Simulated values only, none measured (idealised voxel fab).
process module | voxel fin reveal
cross-section cut | 200 nm wide | cells 5 nm
A cross-section is a grid of square cells, given in bands from the top down. A band is one or more rows of cells.
Each band's line starts with the height of the band's top and of its bottom, in nm. Then come its materials from left to right, each with its width in nm. One material with "throughout" fills the band from edge to edge. "air" is empty space.
Height 0 is the level under which the wafer as received is all one material. The lowest band goes on downwards, as in "0 down".
A width such as "30 to 40" changes by the same amount from each row of cells to the next, from the band's top row to its bottom row.
"no change" after a step means that no cell of the cross-section changed.
closed voids: empty space of 8 cells or more with no open way to the top, each as width x height at its distance from the left edge, in nm
after a step's settings: what the simulator itself notes on the step
overlay nm, on a step with a mask: how far to the right of its planned place the mask lay; to the left if negative
plan
1 op RECEIVE | material Si
2 op CONFORMAL_DEP | material SiN | thk nm 10
3 op MASKED_ETCH | tone cover | mask id FINS | width nm 15 | pitch nm 35 | etch materials SiN | depth nm 10 | overlay nm 0
4 op MASKED_ETCH | tone cover | mask id FINS | width nm 15 | pitch nm 35 | etch materials Si | depth nm 35 | overlay nm 0
5 op OXIDIZE | depth nm 5
6 op FILL_DEP | material SiO2 | thk nm 10
7 op CMP | height nm 10
8 op SELECTIVE_ETCH | etch materials SiO2 | depth nm 35
9 op STRIP | etch materials SiN
10 op CONFORMAL_DEP | material HfO2 | thk nm 5
as received, after step 1
  0 down: Si throughout
  closed voids: none
first wafer at the end, as planned
  5 to 0: air 40 | HfO2 15 | air 20 | HfO2 15 | air 20 | HfO2 15 | air 20 | HfO2 15 | air 40
  0 to -20: air 40 | HfO2 5 | Si 5 | HfO2 5 | air 20 | HfO2 5 | Si 5 | HfO2 5 | air 20 | HfO2 5 | Si 5 | HfO2 5 | air 20 | HfO2 5 | Si 5 | HfO2 5 | air 40
  -20 to -25: HfO2 45 | Si 5 | HfO2 30 | Si 5 | HfO2 30 | Si 5 | HfO2 30 | Si 5 | HfO2 45
  -25 to -40: SiO2 45 | Si 5 | SiO2 30 | Si 5 | SiO2 30 | Si 5 | SiO2 30 | Si 5 | SiO2 45
  -40 down: Si throughout
  closed voids: none
second wafer at the end: like start, like plan, one mistake
  5 to 0: air 40 | SiN 15 | air 20 | SiN 15 | air 20 | SiN 15 | air 20 | SiN 15 | air 40
  0 to -20: air 40 | SiN 5 | Si 5 | SiN 5 | air 20 | SiN 5 | Si 5 | SiN 5 | air 20 | SiN 5 | Si 5 | SiN 5 | air 20 | SiN 5 | Si 5 | SiN 5 | air 40
  -20 to -25: SiN 45 | Si 5 | SiN 30 | Si 5 | SiN 30 | Si 5 | SiN 30 | Si 5 | SiN 45
  -25 to -40: SiO2 45 | Si 5 | SiO2 30 | Si 5 | SiO2 30 | Si 5 | SiO2 30 | Si 5 | SiO2 45
  -40 down: Si throughout
  closed voids: none
what went wrong: step 10 ran as: op CONFORMAL_DEP | material SiN | thk nm 5
at the end the second wafer has, in cells: 80 fewer of HfO2 | 80 more of SiN
